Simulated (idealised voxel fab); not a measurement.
Documented hereafter: the process module known as voxel self aligned contacts.
Each square cell in cross-section cut measures 5 nm, and the section as a whole is 225 nm wide.
Cross-section spec: square-cell grid; bands listed top down; each band is one or more rows. It is stipulated that each band's entry specify, in nanometres, the height of the top of the band and then that of its bottom, followed by the materials of the band in left-to-right sequence, each together with its width in nanometres. A single material marked by the word "edge to edge" is understood to fill the band from edge to edge; the word "air" is understood to denote empty space. Heights are reckoned from 0. Under this level, the received wafer is all of one material. The bottommost band is open-ended downward, for example "z 0 and below". The notation "30..40" denotes a width that varies across the rows of cells in the band, beginning at the first number in the top row, finishing at the second number in the bottom row, and changing by an identical amount from each row to the next. Where a step carries "changes: none", the cross-section came out of it unchanged, cell for cell. Any empty space of 8 cells or more lacking an open way to the top shows up in "Closed internal voids" as width x height at distance, distance from the left edge, in nm. Text after the settings on a step's line: the simulator's own remark on that step. overlay nm: for a step with a mask, the amount by which the mask lay right of where it was planned; a negative amount means left of it.

Below is the list of planned process steps
1) RECEIVE: material Si
2) OXIDIZE: depth nm 5
3) DIRECTIONAL_DEP: material polySi, thk nm 20
4) DIRECTIONAL_DEP: material SiN, thk nm 25
5) DIRECTIONAL_DEP: material aC, thk nm 5
6) PATTERN: tone cover, mask id GATE, material resist, width nm 25, pitch nm 70, thk nm 25, overlay nm 0
7) DIRECTIONAL_ETCH: etch materials aC, depth nm 10
8) STRIP: etch materials resist
9) DIRECTIONAL_ETCH: etch materials SiN, depth nm 25
10) DIRECTIONAL_ETCH: etch materials polySi, depth nm 20
11) STRIP: etch materials aC
12) CONFORMAL_DEP: material SiN, thk nm 10
13) DIRECTIONAL_ETCH: etch materials SiN, depth nm 10
14) FILL_DEP: material SiO2, thk nm 15
15) CMP: height nm 50
16) DIRECTIONAL_DEP: material aC, thk nm 10
17) PATTERN: tone open, mask id CONTACT, material resist, width nm 55, pitch nm 70, thk nm 30, overlay nm 0
18) DIRECTIONAL_ETCH: etch materials aC, depth nm 10
19) STRIP: etch materials resist
20) DIRECTIONAL_ETCH: etch materials SiO2, depth nm 55
21) STRIP: etch materials aC
22) CONFORMAL_DEP: material TiN, thk nm 5
23) FILL_DEP: material Ru, thk nm 10
24) CMP: height nm 50
25) CONFORMAL_DEP: material SiN, thk nm 5
Wafers differ in thk nm at step 5; plan lists the first wafer's value; identical starting state.

The as-received cross-section of the first of several wafers corresponds to the state after step 1
    z 0 and below = Si edge to edge
    Closed internal voids: none

Cross-section of the first of several wafers once the module has run through its last step, step 25
    z 55 to 50 = SiN edge to edge
    z 50 to 45 = SiO2: 50; TiN: 20; Ru: 15; TiN: 20; SiO2: 15; TiN: 20; Ru: 15; TiN: 20; SiO2: 50
    z 45 to 20 = SiO2: 20; SiN: 45; TiN: 5; Ru: 15; TiN: 5; SiN: 45; TiN: 5; Ru: 15; TiN: 5; SiN: 45; SiO2: 20
    z 20 to 0 = SiO2: 20; SiN: 10; polySi: 25; SiN: 10; TiN: 5; Ru: 15; TiN: 5; SiN: 10; polySi: 25; SiN: 10; TiN: 5; Ru: 15; TiN: 5; SiN: 10; polySi: 25; SiN: 10; SiO2: 20
    z 0 to -5 = SiO2: 65; TiN: 25; SiO2: 45; TiN: 25; SiO2: 65
    z -5 and below = Si edge to edge
    Closed internal voids: none

Last wafer at the end
    z 55 to 50 = SiN edge to edge
    z 50 to 45 = SiO2: 50; TiN: 55; SiO2: 15; TiN: 55; SiO2: 50
    z 45 to 20 = SiN edge to edge
    z 20 to 0 = polySi edge to edge
    z 0 to -5 = SiO2 edge to edge
    z -5 and below = Si edge to edge
    Closed internal voids: none

Wafer rows; end of module; cells per material since receipt: (+) gained, (-) lost; then closed voids
thk nm 5, +60 Ru, -45 Si, +228 SiN, +130 SiO2, +62 TiN, +60 polySi, Closed internal voids: none
thk nm 10, +60 Ru, -45 Si, +228 SiN, +130 SiO2, +62 TiN, +60 polySi, Closed internal voids: none
thk nm 15, -45 Si, +270 SiN, +68 SiO2, +22 TiN, +180 polySi, Closed internal voids: none
thk nm 20, -45 Si, +270 SiN, +68 SiO2, +22 TiN, +180 polySi, Closed internal voids: none
thk nm 25, -45 Si, +270 SiN, +68 SiO2, +22 TiN, +180 polySi, Closed internal voids: none
